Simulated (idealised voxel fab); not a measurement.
process module | voxel wiring stack
cross-section cut | 240 nm wide | cells 5 nm
A cross-section is a grid of square cells, given in bands from the top down. A band is one or more rows of cells.
Each band's line starts with the height of the band's top and of its bottom, in nm. Then come its materials from left to right, each with its width in nm. One material with "throughout" fills the band from edge to edge. "air" is empty space.
Height 0 is the level under which the wafer as received is all one material. The lowest band goes on downwards, as in "0 down".
A width such as "30 to 40" changes by the same amount from each row of cells to the next, from the band's top row to its bottom row.
"no change" after a step means that no cell of the cross-section changed.
closed voids: empty space of 8 cells or more with no open way to the top, each as width x height at its distance from the left edge, in nm
after a step's settings: what the simulator itself notes on the step
overlay nm, on a step with a mask: how far to the right of its planned place the mask lay; to the left if negative
plan
1 op RECEIVE | material Si
2 op CONFORMAL_DEP | material SiO2 | thk nm 15
3 op CONFORMAL_DEP | material SiN | thk nm 5
4 op DIRECTIONAL_DEP | material lowk | thk nm 20
5 op MASKED_ETCH | tone open | mask id METAL_1 | width nm 30 | pitch nm 50 | etch materials lowk | depth nm 10 | overlay nm 0
6 op MASKED_ETCH | tone open | mask id METAL_1 | width nm 30 | pitch nm 50 | etch materials SiN | depth nm 5 | overlay nm 0
7 op CONFORMAL_DEP | material TiN | thk nm 5
8 op FILL_DEP | material Cu | thk nm 5
9 op CMP | height nm 40
10 op CONFORMAL_DEP | material SiCN | thk nm 5
11 op DIRECTIONAL_DEP | material SiO2 | thk nm 35
12 op DIRECTIONAL_DEP | material aC | thk nm 15
13 op PATTERN | tone open | mask id METAL_2 | material resist | width nm 30 | pitch nm 50 | thk nm 35 | overlay nm 0
14 op DIRECTIONAL_ETCH | etch materials aC | depth nm 15
15 op STRIP | etch materials resist
16 op DIRECTIONAL_ETCH | etch materials SiO2 | depth nm 20
17 op STRIP | etch materials aC
18 op MASKED_ETCH | tone open | mask id METAL_2_HOLES | width nm 15 | pitch nm 50 | etch materials SiO2 | depth nm 15 | overlay nm 0
19 op MASKED_ETCH | tone open | mask id METAL_2_HOLES | width nm 15 | pitch nm 50 | etch materials SiCN | depth nm 5 | overlay nm 0
20 op CONFORMAL_DEP | material TiN | thk nm 5
21 op FILL_DEP | material Cu | thk nm 10
22 op CMP | height nm 80
23 op CONFORMAL_DEP | material SiCN | thk nm 5
24 op DIRECTIONAL_DEP | material SiO2 | thk nm 30
25 op DIRECTIONAL_DEP | material aC | thk nm 15
26 op PATTERN | tone open | mask id METAL_3_HOLES | material resist | width nm 15 | thk nm 30 | overlay nm 0
27 op DIRECTIONAL_ETCH | etch materials aC | depth nm 15
28 op STRIP | etch materials resist
29 op DIRECTIONAL_ETCH | etch materials SiO2 | depth nm 30
30 op STRIP | etch materials aC
31 op DIRECTIONAL_DEP | material aC | thk nm 10
32 op PATTERN | tone open | mask id METAL_3 | material resist | width nm 30 | pitch nm 50 | thk nm 25 | overlay nm 0
33 op DIRECTIONAL_ETCH | etch materials aC | depth nm 10
34 op STRIP | etch materials resist
35 op DIRECTIONAL_ETCH | etch materials SiO2 | depth nm 15
36 op DIRECTIONAL_ETCH | etch materials SiCN | depth nm 5
37 op STRIP | etch materials aC
38 op CONFORMAL_DEP | material TiN | thk nm 5
39 op FILL_DEP | material Cu | thk nm 10
40 op CMP | height nm 115
41 op CONFORMAL_DEP | material SiCN | thk nm 5
varied across the wafers: depth nm of step 5. The plan shows the first wafer's value. All wafers start alike
first wafer as received, after step 1
  0 down: Si throughout
  closed voids: none
each wafer at the end: cells of each material gained (+) or lost (-) since it was received, then its closed voids
depth nm 10 | +60 Cu | +135 SiCN | +48 SiN | +657 SiO2 | +84 TiN | +168 lowk | closed voids: none
depth nm 15 | +68 Cu | +135 SiCN | +48 SiN | +657 SiO2 | +88 TiN | +156 lowk | closed voids: none
depth nm 20 | +84 Cu | +135 SiCN | +36 SiN | +657 SiO2 | +96 TiN | +144 lowk | closed voids: none
depth nm 25 | +84 Cu | +135 SiCN | +36 SiN | +657 SiO2 | +96 TiN | +144 lowk | closed voids: none
depth nm 30 | +84 Cu | +135 SiCN | +36 SiN | +657 SiO2 | +96 TiN | +144 lowk | closed voids: none
depth nm 35 | +84 Cu | +135 SiCN | +36 SiN | +657 SiO2 | +96 TiN | +144 lowk | closed voids: none
